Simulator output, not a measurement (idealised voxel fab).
voxel self aligned contacts: a process module
Cross-section cut: width 240 nm, square cells of 5 nm.
Bands, listed from the top down, are how a cross-section gets written in this document; the cross-section itself is a grid of square cells, and a band is one or more rows of them. Heights first: top, then bottom, in nm. Then materials, left to right, each with a width in nm. "full width" on a single material: fills the band edge to edge. "empty": empty space. Height 0 is the level under which the wafer as received is all one material. The lowest band goes on downwards, as in "0..down". A two-number width, for instance "30 to 40", indicates that the width is equal to the first number in the top row of the band and to the second number in the bottom row, and that it changes by a constant amount per row of cells. No cell of the cross-section changed in a step that is given as "no modifications". Basically, "Fully sealed cavities" tells you about the enclosed voids: empty spaces with no open way to the top, 8 cells or bigger, each written width x height at distance, where distance is from the left edge, all in nm. Step line, after settings: the simulator's comment on this step. Each step line may optionally specify "overlay nm", which for a step with a mask gives the rightward distance between the mask's planned place and where it lay, a negative value indicating the leftward direction.
-- Planned process steps
1) RECEIVE,material Si
2) OXIDIZE,depth nm 5
3) DIRECTIONAL_DEP,material polySi,thk nm 20
4) DIRECTIONAL_DEP,material SiN,thk nm 20
5) DIRECTIONAL_DEP,material aC,thk nm 10
6) PATTERN,tone cover,mask id GATE,material resist,width nm 35,pitch nm 75,thk nm 25,overlay nm 0
7) DIRECTIONAL_ETCH,etch materials aC,depth nm 10
8) STRIP,etch materials resist
9) DIRECTIONAL_ETCH,etch materials SiN,depth nm 20
10) DIRECTIONAL_ETCH,etch materials polySi,depth nm 20
11) STRIP,etch materials aC
12) CONFORMAL_DEP,material SiN,thk nm 10
13) DIRECTIONAL_ETCH,etch materials SiN,depth nm 10
14) FILL_DEP,material SiO2,thk nm 10
15) CMP,height nm 45
16) MASKED_ETCH,tone open,mask id CONTACT,width nm 60,etch materials SiO2,depth nm 50,overlay nm 0
17) CONFORMAL_DEP,material TiN,thk nm 5
18) FILL_DEP,material Ru,thk nm 5
19) CMP,height nm 45
20) CONFORMAL_DEP,material SiCN,thk nm 5
-- The first of two wafers, run as planned
-- Here's what the wafer looked like in cross-section when it arrived - that's after step 1
	0..down  Si full width
	Fully sealed cavities: none
-- Cross-sectional representation of the wafer at the conclusion of step 2
	0..-5  SiO2 full width
	Below -5, the layers are the same as they were.
-- Cross-sectional representation of the wafer at the conclusion of step 3
	20..0  polySi full width
	Below 0, the layers are the same as they were.
-- Cross-sectional representation of the wafer at the conclusion of step 4
	40..20  SiN full width
	Below 20, the layers are the same as they were.
-- Cross-sectional representation of the wafer at the conclusion of step 5
	50..40  aC full width
	Below 40, the layers are the same as they were.
-- Cross-sectional representation of the wafer at the conclusion of step 6
	75..50  65 nm empty | 35 nm resist | 40 nm empty | 35 nm resist | 65 nm empty
	Below 50, the layers are the same as they were.
-- Cross-sectional representation of the wafer at the conclusion of step 7
	65..50  65 nm empty | 35 nm resist | 40 nm empty | 35 nm resist | 65 nm empty
	50..40  65 nm empty | 35 nm aC | 40 nm empty | 35 nm aC | 65 nm empty
	Below 40, the layers are the same as they were.
-- Cross-sectional representation of the wafer at the conclusion of step 8
	50..40  65 nm empty | 35 nm aC | 40 nm empty | 35 nm aC | 65 nm empty
	Below 40, the layers are the same as they were.
-- Cross-sectional representation of the wafer at the conclusion of step 9
	50..40  65 nm empty | 35 nm aC | 40 nm empty | 35 nm aC | 65 nm empty
	40..20  65 nm empty | 35 nm SiN | 40 nm empty | 35 nm SiN | 65 nm empty
	Below 20, the layers are the same as they were.
-- Cross-sectional representation of the wafer at the conclusion of step 10
	50..40  65 nm empty | 35 nm aC | 40 nm empty | 35 nm aC | 65 nm empty
	40..20  65 nm empty | 35 nm SiN | 40 nm empty | 35 nm SiN | 65 nm empty
	20..0  65 nm empty | 35 nm polySi | 40 nm empty | 35 nm polySi | 65 nm empty
	Below 0, the layers are the same as they were.
-- Cross-sectional representation of the wafer at the conclusion of step 11
	40..20  65 nm empty | 35 nm SiN | 40 nm empty | 35 nm SiN | 65 nm empty
	Below 20, the layers are the same as they were.
-- Cross-sectional representation of the wafer at the conclusion of step 12
	50..20  55 nm empty | 55 nm SiN | 20 nm empty | 55 nm SiN | 55 nm empty
	20..10  55 nm empty | 10 nm SiN | 35 nm polySi | 10 nm SiN | 20 nm empty | 10 nm SiN | 35 nm polySi | 10 nm SiN | 55 nm empty
	10..0  65 nm SiN | 35 nm polySi | 40 nm SiN | 35 nm polySi | 65 nm SiN
	Below 0, the layers are the same as they were.
-- Cross-sectional representation of the wafer at the conclusion of step 13
	40..20  55 nm empty | 55 nm SiN | 20 nm empty | 55 nm SiN | 55 nm empty
	20..0  55 nm empty | 10 nm SiN | 35 nm polySi | 10 nm SiN | 20 nm empty | 10 nm SiN | 35 nm polySi | 10 nm SiN | 55 nm empty
	Below 0, the layers are the same as they were.
-- Cross-sectional representation of the wafer at the conclusion of step 14
	50..40  SiO2 full width
	40..20  55 nm SiO2 | 55 nm SiN | 20 nm SiO2 | 55 nm SiN | 55 nm SiO2
	20..0  55 nm SiO2 | 10 nm SiN | 35 nm polySi | 10 nm SiN | 20 nm SiO2 | 10 nm SiN | 35 nm polySi | 10 nm SiN | 55 nm SiO2
	Below 0, the layers are the same as they were.
-- Cross-sectional representation of the wafer at the conclusion of step 15
	45..40  SiO2 full width
	Below 40, the layers are the same as they were.
-- Cross-sectional representation of the wafer at the conclusion of step 16
	45..40  90 nm SiO2 | 60 nm empty | 90 nm SiO2
	40..20  55 nm SiO2 | 55 nm SiN | 20 nm empty | 55 nm SiN | 55 nm SiO2
	20..0  55 nm SiO2 | 10 nm SiN | 35 nm polySi | 10 nm SiN | 20 nm empty | 10 nm SiN | 35 nm polySi | 10 nm SiN | 55 nm SiO2
	0..-5  110 nm SiO2 | 20 nm empty | 110 nm SiO2
	Below -5, the layers are the same as they were.
-- Cross-sectional representation of the wafer at the conclusion of step 17
	50..45  95 nm TiN | 50 nm empty | 95 nm TiN
	45..40  90 nm SiO2 | 25 nm TiN | 10 nm empty | 25 nm TiN | 90 nm SiO2
	40..20  55 nm SiO2 | 55 nm SiN | 5 nm TiN | 10 nm empty | 5 nm TiN | 55 nm SiN | 55 nm SiO2
	20..0  55 nm SiO2 | 10 nm SiN | 35 nm polySi | 10 nm SiN | 5 nm TiN | 10 nm empty | 5 nm TiN | 10 nm SiN | 35 nm polySi | 10 nm SiN | 55 nm SiO2
	0..-5  110 nm SiO2 | 20 nm TiN | 110 nm SiO2
	Below -5, the layers are the same as they were.
-- Cross-sectional representation of the wafer at the conclusion of step 18
	55..50  Ru full width
	50..45  95 nm TiN | 50 nm Ru | 95 nm TiN
	45..40  90 nm SiO2 | 25 nm TiN | 10 nm Ru | 25 nm TiN | 90 nm SiO2
	40..20  55 nm SiO2 | 55 nm SiN | 5 nm TiN | 10 nm Ru | 5 nm TiN | 55 nm SiN | 55 nm SiO2
	20..0  55 nm SiO2 | 10 nm SiN | 35 nm polySi | 10 nm SiN | 5 nm TiN | 10 nm Ru | 5 nm TiN | 10 nm SiN | 35 nm polySi | 10 nm SiN | 55 nm SiO2
	Below 0, the layers are the same as they were.
-- Cross-sectional representation of the wafer at the conclusion of step 19
	45..40  90 nm SiO2 | 25 nm TiN | 10 nm Ru | 25 nm TiN | 90 nm SiO2
	Below 40, the layers are the same as they were.
-- Cross-sectional representation of the wafer at the conclusion of step 20
	50..45  SiCN full width
	Below 45, the layers are the same as they were.
-- Here the second wafer is described. Its start and its plan were those of the first wafer. Its run contained one mistake. Up to and including step 2, it did exactly what the first wafer did
-- At the planned end of step 3, the second wafer in cross-section
	20..0  SiN full width
	Below 0, the layers are the same as they were.
-- At the planned end of step 4, the second wafer in cross-section
	40..20  polySi full width
	Below 20, the layers are the same as they were.
-- At the planned end of step 5, the second wafer in cross-section
	50..40  aC full width
	Below 40, the layers are the same as they were.
-- At the planned end of step 6, the second wafer in cross-section
	75..50  65 nm empty | 35 nm resist | 40 nm empty | 35 nm resist | 65 nm empty
	Below 50, the layers are the same as they were.
-- At the planned end of step 7, the second wafer in cross-section
	65..50  65 nm empty | 35 nm resist | 40 nm empty | 35 nm resist | 65 nm empty
	50..40  65 nm empty | 35 nm aC | 40 nm empty | 35 nm aC | 65 nm empty
	Below 40, the layers are the same as they were.
-- At the planned end of step 8, the second wafer in cross-section
	50..40  65 nm empty | 35 nm aC | 40 nm empty | 35 nm aC | 65 nm empty
	Below 40, the layers are the same as they were.
At the planned end of step 9, the second wafer in cross-section: no modifications
-- At the planned end of step 10, the second wafer in cross-section
	50..40  65 nm empty | 35 nm aC | 40 nm empty | 35 nm aC | 65 nm empty
	40..20  65 nm empty | 35 nm polySi | 40 nm empty | 35 nm polySi | 65 nm empty
	Below 20, the layers are the same as they were.
-- At the planned end of step 11, the second wafer in cross-section
	40..20  65 nm empty | 35 nm polySi | 40 nm empty | 35 nm polySi | 65 nm empty
	Below 20, the layers are the same as they were.
-- At the planned end of step 12, the second wafer in cross-section
	50..40  55 nm empty | 55 nm SiN | 20 nm empty | 55 nm SiN | 55 nm empty
	40..30  55 nm empty | 10 nm SiN | 35 nm polySi | 10 nm SiN | 20 nm empty | 10 nm SiN | 35 nm polySi | 10 nm SiN | 55 nm empty
	30..20  65 nm SiN | 35 nm polySi | 40 nm SiN | 35 nm polySi | 65 nm SiN
	Below 20, the layers are the same as they were.
-- At the planned end of step 13, the second wafer in cross-section
	40..20  55 nm empty | 10 nm SiN | 35 nm polySi | 10 nm SiN | 20 nm empty | 10 nm SiN | 35 nm polySi | 10 nm SiN | 55 nm empty
	Below 20, the layers are the same as they were.
-- At the planned end of step 14, the second wafer in cross-section
	50..40  SiO2 full width
	40..20  55 nm SiO2 | 10 nm SiN | 35 nm polySi | 10 nm SiN | 20 nm SiO2 | 10 nm SiN | 35 nm polySi | 10 nm SiN | 55 nm SiO2
	Below 20, the layers are the same as they were.
-- At the planned end of step 15, the second wafer in cross-section
	45..40  SiO2 full width
	Below 40, the layers are the same as they were.
-- At the planned end of step 16, the second wafer in cross-section
	45..40  90 nm SiO2 | 60 nm empty | 90 nm SiO2
	40..20  55 nm SiO2 | 10 nm SiN | 35 nm polySi | 10 nm SiN | 20 nm empty | 10 nm SiN | 35 nm polySi | 10 nm SiN | 55 nm SiO2
	Below 20, the layers are the same as they were.
-- At the planned end of step 17, the second wafer in cross-section
	50..45  95 nm TiN | 50 nm empty | 95 nm TiN
	45..40  90 nm SiO2 | 25 nm TiN | 10 nm empty | 25 nm TiN | 90 nm SiO2
	40..25  55 nm SiO2 | 10 nm SiN | 35 nm polySi | 10 nm SiN | 5 nm TiN | 10 nm empty | 5 nm TiN | 10 nm SiN | 35 nm polySi | 10 nm SiN | 55 nm SiO2
	25..20  55 nm SiO2 | 10 nm SiN | 35 nm polySi | 10 nm SiN | 20 nm TiN | 10 nm SiN | 35 nm polySi | 10 nm SiN | 55 nm SiO2
	Below 20, the layers are the same as they were.
-- At the planned end of step 18, the second wafer in cross-section
	55..50  Ru full width
	50..45  95 nm TiN | 50 nm Ru | 95 nm TiN
	45..40  90 nm SiO2 | 25 nm TiN | 10 nm Ru | 25 nm TiN | 90 nm SiO2
	40..25  55 nm SiO2 | 10 nm SiN | 35 nm polySi | 10 nm SiN | 5 nm TiN | 10 nm Ru | 5 nm TiN | 10 nm SiN | 35 nm polySi | 10 nm SiN | 55 nm SiO2
	Below 25, the layers are the same as they were.
-- At the planned end of step 19, the second wafer in cross-section
	45..40  90 nm SiO2 | 25 nm TiN | 10 nm Ru | 25 nm TiN | 90 nm SiO2
	Below 40, the layers are the same as they were.
-- At the planned end of step 20, the second wafer in cross-section
	50..45  SiCN full width
	Below 45, the layers are the same as they were.
Here's what went sideways: step 3 ran in the slot meant for step 4, and vice versa
Final comparison by cell count, materials where the second wafer has more or fewer than the first: -10 Ru; +104 SiN; -84 SiO2; -10 TiN
